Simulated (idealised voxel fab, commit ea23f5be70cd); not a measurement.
The document below concerns the process module designated voxel tone inversion.
Square cell edge 5 nm, section width 230 nm, ID cut.
Think of the cross-section as a grid of square cells. We describe it in bands, top to bottom, and each band covers one or more rows of those cells.
Quick guide to a band line: top height, bottom height (nm) up front; then every material left to right with its width in nm. Only one material and it's marked "edge to edge"? Then it fills the band edge to edge. And "air" just means empty space.
The reference from which all heights are counted is 0, the level beneath which the as-received wafer is entirely one material; the lowest band, having no lower bound, proceeds downward and is written after the example "0 down".
Width spec "30 to 40" -> top row of cells at first value, bottom row at second value, equal per-row change in between.
Reading "nothing was modified" for a step: not a cell of the cross-section changed in it.
Reported under the label "Fully sealed voids" are the empty spaces having no open way to the top and comprising 8 cells or more; the notation for each is width x height at distance, in which the distance is measured from the left edge and all three values are in nm.
Note: text after step settings on the step line = simulator remark on that step.
You can add "overlay nm" to a step's line. For a step with a mask, it describes how far the mask lay to the right of its planned position, and a negative number describes a lay to the left.
[These are the steps we planned for the process]
1 RECEIVE: material Si
2 CONFORMAL_DEP: material SiN, thk nm 5
3 DIRECTIONAL_DEP: material aC, thk nm 15
4 PATTERN: tone cover, mask id POSTS, material resist, width nm 25, pitch nm 40, thk nm 20, overlay nm 0
5 DIRECTIONAL_ETCH: etch materials aC, depth nm 15
6 STRIP: etch materials resist
7 FILL_DEP: material lowk, thk nm 10
8 CMP: height nm 20
9 STRIP: etch materials aC
10 CONFORMAL_DEP: material TiN, thk nm 5
11 FILL_DEP: material Ru, thk nm 5
12 CMP: height nm 20
13 CONFORMAL_DEP: material SiN, thk nm 5
[The first wafer of two, processed as planned]
[Cross-section of the wafer upon arrival, representing the state reached after step 1]
> 0 down: Si edge to edge
> Fully sealed voids: none
[Cross-section through the wafer, step 2 finished]
> 5 to 0: SiN edge to edge
> Under the height 0 nothing was changed.
[Cross-section through the wafer, step 3 finished]
> 20 to 5: aC edge to edge
> Under the height 5 nothing was changed.
[Cross-section through the wafer, step 4 finished]
> 40 to 20: air: 80 / resist: 25 / air: 15 / resist: 25 / air: 85
> Under the height 20 nothing was changed.
[Cross-section through the wafer, step 5 finished]
> 25 to 20: air: 80 / resist: 25 / air: 15 / resist: 25 / air: 85
> 20 to 5: air: 80 / aC: 25 / air: 15 / aC: 25 / air: 85
> Under the height 5 nothing was changed.
[Cross-section through the wafer, step 6 finished]
> 20 to 5: air: 80 / aC: 25 / air: 15 / aC: 25 / air: 85
> Under the height 5 nothing was changed.
[Cross-section through the wafer, step 7 finished]
> 30 to 20: lowk edge to edge
> 20 to 5: lowk: 80 / aC: 25 / lowk: 15 / aC: 25 / lowk: 85
> Under the height 5 nothing was changed.
[Cross-section through the wafer, step 8 finished]
> 20 to 5: lowk: 80 / aC: 25 / lowk: 15 / aC: 25 / lowk: 85
> Under the height 5 nothing was changed.
[Cross-section through the wafer, step 9 finished]
> 20 to 5: lowk: 80 / air: 25 / lowk: 15 / air: 25 / lowk: 85
> Under the height 5 nothing was changed.
[Cross-section through the wafer, step 10 finished]
> 25 to 20: TiN: 85 / air: 15 / TiN: 25 / air: 15 / TiN: 90
> 20 to 10: lowk: 80 / TiN: 5 / air: 15 / TiN: 5 / lowk: 15 / TiN: 5 / air: 15 / TiN: 5 / lowk: 85
> 10 to 5: lowk: 80 / TiN: 25 / lowk: 15 / TiN: 25 / lowk: 85
> Under the height 5 nothing was changed.
[Cross-section through the wafer, step 11 finished]
> 30 to 25: Ru edge to edge
> 25 to 20: TiN: 85 / Ru: 15 / TiN: 25 / Ru: 15 / TiN: 90
> 20 to 10: lowk: 80 / TiN: 5 / Ru: 15 / TiN: 5 / lowk: 15 / TiN: 5 / Ru: 15 / TiN: 5 / lowk: 85
> Under the height 10 nothing was changed.
[Cross-section through the wafer, step 12 finished]
> 20 to 10: lowk: 80 / TiN: 5 / Ru: 15 / TiN: 5 / lowk: 15 / TiN: 5 / Ru: 15 / TiN: 5 / lowk: 85
> Under the height 10 nothing was changed.
[Cross-section through the wafer, step 13 finished]
> 25 to 20: SiN edge to edge
> Under the height 20 nothing was changed.
[The second wafer: identical to the first at the outset and in its planned sequence, differing only in that one mistake was made during processing; up to and including step 11, its path is the first wafer's path]
[Second wafer cross-section, taken as of the time the plan sets for step 12 to be done]
> 25 to 20: TiN: 85 / Ru: 15 / TiN: 25 / Ru: 15 / TiN: 90
> Under the height 20 nothing was changed.
[Second wafer cross-section, taken as of the time the plan sets for step 13 to be done]
> 30 to 25: SiN edge to edge
> Under the height 25 nothing was changed.
So what did we get wrong on this run? step 12 was processed under conditions differing from the plan, specifically as CMP: height nm 25
Cell-count delta at end, second wafer over first, by material: 6 more of Ru | 40 more of TiN
